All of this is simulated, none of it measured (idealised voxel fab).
process module | voxel air gaps
cross-section cut | 185 nm wide | cells 5 nm
A cross-section is a grid of square cells, given in bands from the top down. A band is one or more rows of cells.
Each band's line starts with the height of the band's top and of its bottom, in nm. Then come its materials from left to right, each with its width in nm. One material with "throughout" fills the band from edge to edge. "air" is empty space.
Height 0 is the level under which the wafer as received is all one material. The lowest band goes on downwards, as in "0 down".
A width such as "30 to 40" changes by the same amount from each row of cells to the next, from the band's top row to its bottom row.
"no change" after a step means that no cell of the cross-section changed.
closed voids: empty space of 8 cells or more with no open way to the top, each as width x height at its distance from the left edge, in nm
after a step's settings: what the simulator itself notes on the step
overlay nm, on a step with a mask: how far to the right of its planned place the mask lay; to the left if negative
plan
1 op RECEIVE | material Si
2 op CONFORMAL_DEP | material SiO2 | thk nm 10
3 op CONFORMAL_DEP | material SiN | thk nm 5
4 op DIRECTIONAL_DEP | material lowk | thk nm 30
5 op PATTERN | tone open | mask id LINES | material resist | width nm 15 | pitch nm 45 | thk nm 15 | overlay nm 0
6 op DIRECTIONAL_ETCH | etch materials lowk | depth nm 30
7 op STRIP | etch materials resist
8 op CONFORMAL_DEP | material TiN | thk nm 5
9 op FILL_DEP | material W | thk nm 10
10 op CMP | height nm 45
11 op EPI | material Ru | thk nm 10
12 op SELECTIVE_ETCH | etch materials lowk | depth nm 40
13 op CONFORMAL_DEP | material SiN | thk nm 5
varied across the wafers: width nm of step 5. The plan shows the first wafer's value. All wafers start alike
first wafer as received, after step 1
  0 down: Si throughout
  closed voids: none
first wafer at the end, after step 13
  60 to 55: air 25 | SiN 135 | air 25
  55 to 45: air 25 | SiN 5 | Ru 35 | SiN 10 | Ru 35 | SiN 10 | Ru 35 | SiN 5 | air 25
  45 to 40: air 25 | SiN 15 | TiN 5 | W 5 | TiN 5 | SiN 30 | TiN 5 | W 5 | TiN 5 | SiN 30 | TiN 5 | W 5 | TiN 5 | SiN 15 | air 25
  40 to 20: air 35 | SiN 5 | TiN 5 | W 5 | TiN 5 | SiN 5 | air 20 | SiN 5 | TiN 5 | W 5 | TiN 5 | SiN 5 | air 20 | SiN 5 | TiN 5 | W 5 | TiN 5 | SiN 5 | air 35
  20 to 15: SiN 40 | TiN 15 | SiN 30 | TiN 15 | SiN 30 | TiN 15 | SiN 40
  15 to 10: SiN throughout
  10 to 0: SiO2 throughout
  0 down: Si throughout
  closed voids: 20 x 20 at 60; 20 x 20 at 105
last wafer at the end
  60 to 55: air 15 | SiN 150 | air 20
  55 to 45: air 15 | SiN 5 | Ru 140 | SiN 5 | air 20
  45 to 40: air 15 | SiN 15 | TiN 5 | W 20 | TiN 5 | lowk 15 | TiN 5 | W 20 | TiN 5 | lowk 15 | TiN 5 | W 20 | TiN 5 | SiN 15 | air 20
  40 to 20: air 25 | SiN 5 | TiN 5 | W 20 | TiN 5 | lowk 15 | TiN 5 | W 20 | TiN 5 | lowk 15 | TiN 5 | W 20 | TiN 5 | SiN 5 | air 30
  20 to 15: SiN 30 | TiN 30 | lowk 15 | TiN 30 | lowk 15 | TiN 30 | SiN 35
  15 to 10: SiN throughout
  10 to 0: SiO2 throughout
  0 down: Si throughout
  closed voids: none
each wafer at the end: cells of each material gained (+) or lost (-) since it was received, then its closed voids
width nm 15 | +42 Ru | +146 SiN | +74 SiO2 | +39 TiN | +15 W | closed voids: 20 x 20 at 60; 20 x 20 at 105
width nm 20 | +48 Ru | +138 SiN | +74 SiO2 | +42 TiN | +30 W | closed voids: 15 x 20 at 60; 15 x 20 at 105
width nm 25 | +54 Ru | +98 SiN | +74 SiO2 | +45 TiN | +45 W | +48 lowk | closed voids: none
width nm 30 | +56 Ru | +98 SiN | +74 SiO2 | +48 TiN | +60 W | +36 lowk | closed voids: none
